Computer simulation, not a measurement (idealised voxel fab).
process module | voxel ribs on slabs
cross-section cut | 145 nm wide | cells 5 nm
A cross-section is a grid of square cells, given in bands from the top down. A band is one or more rows of cells.
Each band's line starts with the height of the band's top and of its bottom, in nm. Then come its materials from left to right, each with its width in nm. One material with "throughout" fills the band from edge to edge. "air" is empty space.
Height 0 is the level under which the wafer as received is all one material. The lowest band goes on downwards, as in "0 down".
A width such as "30 to 40" changes by the same amount from each row of cells to the next, from the band's top row to its bottom row.
"no change" after a step means that no cell of the cross-section changed.
closed voids: empty space of 8 cells or more with no open way to the top, each as width x height at its distance from the left edge, in nm
after a step's settings: what the simulator itself notes on the step
overlay nm, on a step with a mask: how far to the right of its planned place the mask lay; to the left if negative
plan
1 op RECEIVE | material Si
2 op DIRECTIONAL_DEP | material SiO2 | thk nm 20
3 op DIRECTIONAL_DEP | material polySi | thk nm 25
4 op PATTERN | tone cover | mask id RIB | material resist | width nm 30 | thk nm 15 | overlay nm 0
5 op DIRECTIONAL_ETCH | etch materials polySi | depth nm 20
6 op STRIP | etch materials resist
7 op DIRECTIONAL_DEP | material aC | thk nm 10
8 op PATTERN | tone cover | mask id SLAB | material resist | width nm 80 | thk nm 30 | overlay nm 0
9 op DIRECTIONAL_ETCH | etch materials aC | depth nm 10
10 op STRIP | etch materials resist
11 op DIRECTIONAL_ETCH | etch materials polySi | depth nm 5
12 op STRIP | etch materials aC
13 op FILL_DEP | material SiO2 | thk nm 25
14 op CMP | height nm 70
15 op DIRECTIONAL_DEP | material W | thk nm 5
16 op MASKED_ETCH | tone cover | mask id HEATER | width nm 40 | etch materials W | depth nm 5 | overlay nm 0
17 op CONFORMAL_DEP | material SiN | thk nm 5
varied across the wafers: thk nm of step 2. The plan shows the first wafer's value. All wafers start alike
first wafer as received, after step 1
  0 down: Si throughout
  closed voids: none
each wafer at the end: cells of each material gained (+) or lost (-) since it was received, then its closed voids
thk nm 20 | +31 SiN | +366 SiO2 | +8 W | +40 polySi | closed voids: none
thk nm 25 | +31 SiN | +366 SiO2 | +8 W | +40 polySi | closed voids: none
thk nm 30 | +31 SiN | +366 SiO2 | +8 W | +40 polySi | closed voids: none
thk nm 35 | +31 SiN | +366 SiO2 | +8 W | +40 polySi | closed voids: none
thk nm 40 | +31 SiN | +366 SiO2 | +8 W | +40 polySi | closed voids: none
thk nm 45 | +31 SiN | +366 SiO2 | +8 W | +40 polySi | closed voids: none
